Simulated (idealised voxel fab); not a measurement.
process module | voxel trench capacitor
cross-section cut | 195 nm wide | cells 5 nm
A cross-section is a grid of square cells, given in bands from the top down. A band is one or more rows of cells.
Each band's line starts with the height of the band's top and of its bottom, in nm. Then come its materials from left to right, each with its width in nm. One material with "throughout" fills the band from edge to edge. "air" is empty space.
Height 0 is the level under which the wafer as received is all one material. The lowest band goes on downwards, as in "0 down".
A width such as "30 to 40" changes by the same amount from each row of cells to the next, from the band's top row to its bottom row.
"no change" after a step means that no cell of the cross-section changed.
closed voids: empty space of 8 cells or more with no open way to the top, each as width x height at its distance from the left edge, in nm
after a step's settings: what the simulator itself notes on the step
overlay nm, on a step with a mask: how far to the right of its planned place the mask lay; to the left if negative
plan
1 op RECEIVE | material Si
2 op CONFORMAL_DEP | material SiN | thk nm 5
3 op DIRECTIONAL_DEP | material aC | thk nm 15
4 op PATTERN | tone open | mask id TRENCH | material resist | width nm 25 | pitch nm 50 | thk nm 30 | overlay nm 0
5 op DIRECTIONAL_ETCH | etch materials aC | depth nm 15
6 op STRIP | etch materials resist
7 op DIRECTIONAL_ETCH | etch materials SiN | depth nm 5
8 op DIRECTIONAL_ETCH | etch materials Si | depth nm 40
9 op STRIP | etch materials aC
10 op CONFORMAL_DEP | material Al2O3 | thk nm 5
11 op CONFORMAL_DEP | material TiN | thk nm 5
12 op FILL_DEP | material W | thk nm 10
13 op CMP | height nm 5
first wafer, as planned
as received, after step 1
  0 down: Si throughout
  closed voids: none
after step 2
  5 to 0: SiN throughout
  below 0: unchanged
after step 3
  20 to 5: aC throughout
  below 5: unchanged
after step 4
  50 to 20: resist 35 | air 25 | resist 25 | air 25 | resist 25 | air 25 | resist 35
  below 20: unchanged
after step 5
  35 to 20: resist 35 | air 25 | resist 25 | air 25 | resist 25 | air 25 | resist 35
  20 to 5: aC 35 | air 25 | aC 25 | air 25 | aC 25 | air 25 | aC 35
  below 5: unchanged
after step 6
  20 to 5: aC 35 | air 25 | aC 25 | air 25 | aC 25 | air 25 | aC 35
  below 5: unchanged
after step 7
  20 to 5: aC 35 | air 25 | aC 25 | air 25 | aC 25 | air 25 | aC 35
  5 to 0: SiN 35 | air 25 | SiN 25 | air 25 | SiN 25 | air 25 | SiN 35
  below 0: unchanged
after step 8
  20 to 5: aC 35 | air 25 | aC 25 | air 25 | aC 25 | air 25 | aC 35
  5 to 0: SiN 35 | air 25 | SiN 25 | air 25 | SiN 25 | air 25 | SiN 35
  0 to -40: Si 35 | air 25 | Si 25 | air 25 | Si 25 | air 25 | Si 35
  below -40: unchanged
after step 9
  5 to 0: SiN 35 | air 25 | SiN 25 | air 25 | SiN 25 | air 25 | SiN 35
  below 0: unchanged
after step 10
  10 to 5: Al2O3 40 | air 15 | Al2O3 35 | air 15 | Al2O3 35 | air 15 | Al2O3 40
  5 to 0: SiN 35 | Al2O3 5 | air 15 | Al2O3 5 | SiN 25 | Al2O3 5 | air 15 | Al2O3 5 | SiN 25 | Al2O3 5 | air 15 | Al2O3 5 | SiN 35
  0 to -35: Si 35 | Al2O3 5 | air 15 | Al2O3 5 | Si 25 | Al2O3 5 | air 15 | Al2O3 5 | Si 25 | Al2O3 5 | air 15 | Al2O3 5 | Si 35
  -35 to -40: Si 35 | Al2O3 25 | Si 25 | Al2O3 25 | Si 25 | Al2O3 25 | Si 35
  below -40: unchanged
after step 11
  15 to 10: TiN 45 | air 5 | TiN 45 | air 5 | TiN 45 | air 5 | TiN 45
  10 to 5: Al2O3 40 | TiN 5 | air 5 | TiN 5 | Al2O3 35 | TiN 5 | air 5 | TiN 5 | Al2O3 35 | TiN 5 | air 5 | TiN 5 | Al2O3 40
  5 to 0: SiN 35 | Al2O3 5 | TiN 5 | air 5 | TiN 5 | Al2O3 5 | SiN 25 | Al2O3 5 | TiN 5 | air 5 | TiN 5 | Al2O3 5 | SiN 25 | Al2O3 5 | TiN 5 | air 5 | TiN 5 | Al2O3 5 | SiN 35
  0 to -30: Si 35 | Al2O3 5 | TiN 5 | air 5 | TiN 5 | Al2O3 5 | Si 25 | Al2O3 5 | TiN 5 | air 5 | TiN 5 | Al2O3 5 | Si 25 | Al2O3 5 | TiN 5 | air 5 | TiN 5 | Al2O3 5 | Si 35
  -30 to -35: Si 35 | Al2O3 5 | TiN 15 | Al2O3 5 | Si 25 | Al2O3 5 | TiN 15 | Al2O3 5 | Si 25 | Al2O3 5 | TiN 15 | Al2O3 5 | Si 35
  below -35: unchanged
after step 12
  25 to 15: W throughout
  15 to 10: TiN 45 | W 5 | TiN 45 | W 5 | TiN 45 | W 5 | TiN 45
  10 to 5: Al2O3 40 | TiN 5 | W 5 | TiN 5 | Al2O3 35 | TiN 5 | W 5 | TiN 5 | Al2O3 35 | TiN 5 | W 5 | TiN 5 | Al2O3 40
  5 to 0: SiN 35 | Al2O3 5 | TiN 5 | W 5 | TiN 5 | Al2O3 5 | SiN 25 | Al2O3 5 | TiN 5 | W 5 | TiN 5 | Al2O3 5 | SiN 25 | Al2O3 5 | TiN 5 | W 5 | TiN 5 | Al2O3 5 | SiN 35
  0 to -30: Si 35 | Al2O3 5 | TiN 5 | W 5 | TiN 5 | Al2O3 5 | Si 25 | Al2O3 5 | TiN 5 | W 5 | TiN 5 | Al2O3 5 | Si 25 | Al2O3 5 | TiN 5 | W 5 | TiN 5 | Al2O3 5 | Si 35
  below -30: unchanged
after step 13
  5 to 0: SiN 35 | Al2O3 5 | TiN 5 | W 5 | TiN 5 | Al2O3 5 | SiN 25 | Al2O3 5 | TiN 5 | W 5 | TiN 5 | Al2O3 5 | SiN 25 | Al2O3 5 | TiN 5 | W 5 | TiN 5 | Al2O3 5 | SiN 35
  below 0: unchanged
second wafer: like start, like plan, one mistake. Through step 3 it matches the first wafer
when step 4 should have ended
  50 to 20: resist 30 | air 35 | resist 15 | air 35 | resist 15 | air 35 | resist 30
  below 20: unchanged
when step 5 should have ended
  35 to 20: resist 30 | air 35 | resist 15 | air 35 | resist 15 | air 35 | resist 30
  20 to 5: aC 30 | air 35 | aC 15 | air 35 | aC 15 | air 35 | aC 30
  below 5: unchanged
when step 6 should have ended
  20 to 5: aC 30 | air 35 | aC 15 | air 35 | aC 15 | air 35 | aC 30
  below 5: unchanged
when step 7 should have ended
  20 to 5: aC 30 | air 35 | aC 15 | air 35 | aC 15 | air 35 | aC 30
  5 to 0: SiN 30 | air 35 | SiN 15 | air 35 | SiN 15 | air 35 | SiN 30
  below 0: unchanged
when step 8 should have ended
  20 to 5: aC 30 | air 35 | aC 15 | air 35 | aC 15 | air 35 | aC 30
  5 to 0: SiN 30 | air 35 | SiN 15 | air 35 | SiN 15 | air 35 | SiN 30
  0 to -40: Si 30 | air 35 | Si 15 | air 35 | Si 15 | air 35 | Si 30
  below -40: unchanged
when step 9 should have ended
  5 to 0: SiN 30 | air 35 | SiN 15 | air 35 | SiN 15 | air 35 | SiN 30
  below 0: unchanged
when step 10 should have ended
  10 to 5: Al2O3 35 | air 25 | Al2O3 25 | air 25 | Al2O3 25 | air 25 | Al2O3 35
  5 to 0: SiN 30 | Al2O3 5 | air 25 | Al2O3 5 | SiN 15 | Al2O3 5 | air 25 | Al2O3 5 | SiN 15 | Al2O3 5 | air 25 | Al2O3 5 | SiN 30
  0 to -35: Si 30 | Al2O3 5 | air 25 | Al2O3 5 | Si 15 | Al2O3 5 | air 25 | Al2O3 5 | Si 15 | Al2O3 5 | air 25 | Al2O3 5 | Si 30
  -35 to -40: Si 30 | Al2O3 35 | Si 15 | Al2O3 35 | Si 15 | Al2O3 35 | Si 30
  below -40: unchanged
when step 11 should have ended
  15 to 10: TiN 40 | air 15 | TiN 35 | air 15 | TiN 35 | air 15 | TiN 40
  10 to 5: Al2O3 35 | TiN 5 | air 15 | TiN 5 | Al2O3 25 | TiN 5 | air 15 | TiN 5 | Al2O3 25 | TiN 5 | air 15 | TiN 5 | Al2O3 35
  5 to 0: SiN 30 | Al2O3 5 | TiN 5 | air 15 | TiN 5 | Al2O3 5 | SiN 15 | Al2O3 5 | TiN 5 | air 15 | TiN 5 | Al2O3 5 | SiN 15 | Al2O3 5 | TiN 5 | air 15 | TiN 5 | Al2O3 5 | SiN 30
  0 to -30: Si 30 | Al2O3 5 | TiN 5 | air 15 | TiN 5 | Al2O3 5 | Si 15 | Al2O3 5 | TiN 5 | air 15 | TiN 5 | Al2O3 5 | Si 15 | Al2O3 5 | TiN 5 | air 15 | TiN 5 | Al2O3 5 | Si 30
  -30 to -35: Si 30 | Al2O3 5 | TiN 25 | Al2O3 5 | Si 15 | Al2O3 5 | TiN 25 | Al2O3 5 | Si 15 | Al2O3 5 | TiN 25 | Al2O3 5 | Si 30
  below -35: unchanged
when step 12 should have ended
  25 to 15: W throughout
  15 to 10: TiN 40 | W 15 | TiN 35 | W 15 | TiN 35 | W 15 | TiN 40
  10 to 5: Al2O3 35 | TiN 5 | W 15 | TiN 5 | Al2O3 25 | TiN 5 | W 15 | TiN 5 | Al2O3 25 | TiN 5 | W 15 | TiN 5 | Al2O3 35
  5 to 0: SiN 30 | Al2O3 5 | TiN 5 | W 15 | TiN 5 | Al2O3 5 | SiN 15 | Al2O3 5 | TiN 5 | W 15 | TiN 5 | Al2O3 5 | SiN 15 | Al2O3 5 | TiN 5 | W 15 | TiN 5 | Al2O3 5 | SiN 30
  0 to -30: Si 30 | Al2O3 5 | TiN 5 | W 15 | TiN 5 | Al2O3 5 | Si 15 | Al2O3 5 | TiN 5 | W 15 | TiN 5 | Al2O3 5 | Si 15 | Al2O3 5 | TiN 5 | W 15 | TiN 5 | Al2O3 5 | Si 30
  below -30: unchanged
when step 13 should have ended
  5 to 0: SiN 30 | Al2O3 5 | TiN 5 | W 15 | TiN 5 | Al2O3 5 | SiN 15 | Al2O3 5 | TiN 5 | W 15 | TiN 5 | Al2O3 5 | SiN 15 | Al2O3 5 | TiN 5 | W 15 | TiN 5 | Al2O3 5 | SiN 30
  below 0: unchanged
what went wrong: step 4 ran as: op PATTERN | tone open | mask id TRENCH | material resist | width nm 35 | pitch nm 50 | thk nm 30 | overlay nm 0
at the end the second wafer has, in cells: 6 more of Al2O3 | 48 fewer of Si | 6 fewer of SiN | 6 more of TiN | 42 more of W
